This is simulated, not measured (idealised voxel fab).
Proc. module: voxel capacitor over wiring
For reference, the cross-section in this document is cut, with width 245 nm and square cells of 5 nm.
Cross-section spec: square-cell grid; bands listed top down; each band is one or more rows. In this notation a band is specified by the heights of its top and bottom, in that order and in nm, after which its materials appear from left to right, each paired with its width in nm. The word "throughout" attached to a single material means that material fills the band from edge to edge; the word "blank" stands for empty space. Convention: height 0 is the level below which the wafer, as received, is all one material. The lowest band does not terminate at the bottom but continues downward, represented as "top 0, no bottom". Think of "30->40" as a width that walks from the first number to the second as you go down the band, top row to bottom row, taking equal-sized steps from row to row. Take "nothing altered" at face value: in the step it is given for, the cross-section changed in none of its cells. If an empty space has no open way to the top and is at least 8 cells in size, "Enclosed void inventory" lists it, written width x height at distance, where distance is measured from the left edge and every value is in nm. Whatever follows a step's settings on its line is a remark the simulator itself makes about that step. The optional step-line setting "overlay nm" applies to steps with a mask and quantifies how far to the right of its planned location the mask lay, a negative value indicating leftward placement.
PLANNED PROCESS STEPS
1. op RECEIVE | material Si
2. op CONFORMAL_DEP | material SiO2 | thk nm 15
3. op DIRECTIONAL_DEP | material TiN | thk nm 5
4. op DIRECTIONAL_DEP | material Ru | thk nm 20
5. op PATTERN | tone cover | mask id METAL_1 | material resist | width nm 25 | pitch nm 75 | thk nm 20 | overlay nm 0
6. op DIRECTIONAL_ETCH | etch materials Ru | depth nm 20
7. op DIRECTIONAL_ETCH | etch materials TiN | depth nm 5
8. op STRIP | etch materials resist
9. op CONFORMAL_DEP | material SiCN | thk nm 5
10. op FILL_DEP | material SiO2 | thk nm 10
11. op CMP | height nm 40
12. op CONFORMAL_DEP | material SiCN | thk nm 5
13. op DIRECTIONAL_DEP | material lowk | thk nm 20
14. op MASKED_ETCH | tone open | mask id PLUG_1 | width nm 15 | etch materials lowk | depth nm 20 | overlay nm 0
15. op MASKED_ETCH | tone open | mask id PLUG_1 | width nm 15 | etch materials SiCN | depth nm 5 | overlay nm 0
16. op EPI | material Ru | thk nm 10
17. op EPI | material Ru | thk nm 10
18. op EPI | material Ru | thk nm 5
19. op DIRECTIONAL_DEP | material TiN | thk nm 10
20. op DIRECTIONAL_DEP | material SiN | thk nm 5
21. op DIRECTIONAL_DEP | material TiN | thk nm 5
22. op MASKED_ETCH | tone cover | mask id UPPER_PLATE | width nm 55 | etch materials TiN | depth nm 5 | overlay nm 0
23. op MASKED_ETCH | tone cover | mask id UPPER_PLATE | width nm 55 | etch materials SiN | depth nm 5 | overlay nm 0
24. op MASKED_ETCH | tone cover | mask id LOWER_PLATE | width nm 65 | etch materials TiN | depth nm 10 | overlay nm 0
25. op FILL_DEP | material SiO2 | thk nm 15
26. op CMP | height nm 95
27. op DIRECTIONAL_DEP | material aC | thk nm 10
28. op PATTERN | tone open | mask id PLUG_2 | material resist | width nm 15 | thk nm 25 | overlay nm 0
29. op DIRECTIONAL_ETCH | etch materials aC | depth nm 10
30. op STRIP | etch materials resist
31. op DIRECTIONAL_ETCH | etch materials SiO2 | depth nm 10
32. op STRIP | etch materials aC
33. op CONFORMAL_DEP | material TiN | thk nm 5
34. op FILL_DEP | material Cu | thk nm 10
35. op CMP | height nm 95
36. op CONFORMAL_DEP | material SiN | thk nm 5
AS-RECEIVED WAFER CROSS-SECTION (AFTER STEP 1)
top 0, no bottom  Si throughout
Enclosed void inventory: none
FINAL WAFER PROFILE IN CROSS-SECTION AFTER THE MODULE, FROM THE SAME START AND PLAN AS ABOVE, WITH ONE MISTAKE MADE DURING PROCESSING
top 100, bottom 95  SiN throughout
top 95, bottom 90  SiO2: 90, TiN: 5, Cu: 5, TiN: 5, SiO2: 140
top 90, bottom 80  SiO2: 90->95, TiN: 15->40, SiO2: 140->110
top 80, bottom 75  SiO2: 95, SiN: 40, SiO2: 110
top 75, bottom 65  SiO2: 75, TiN: 5, SiO2: 15, TiN: 45, SiO2: 105
top 65, bottom 60  lowk: 80, SiO2: 15, lowk: 150
top 60, bottom 55  lowk: 80, TiN: 15, lowk: 150
top 55, bottom 50  lowk: 80, SiN: 15, lowk: 150
top 50, bottom 45  lowk: 80, TiN: 15, lowk: 150
top 45, bottom 40  SiCN: 80, TiN: 15, SiCN: 150
top 40, bottom 35  SiO2: 65, SiCN: 35, SiO2: 40, SiCN: 35, SiO2: 70
top 35, bottom 20  SiO2: 65, SiCN: 5, Ru: 25, SiCN: 5, SiO2: 40, SiCN: 5, Ru: 25, SiCN: 5, SiO2: 70
top 20, bottom 15  SiCN: 70, Ru: 25, SiCN: 50, Ru: 25, SiCN: 75
top 15, bottom 0  SiO2 throughout
top 0, no bottom  Si throughout
Enclosed void inventory: none
Plan not followed: step 3 of the plan was jumped over and never run
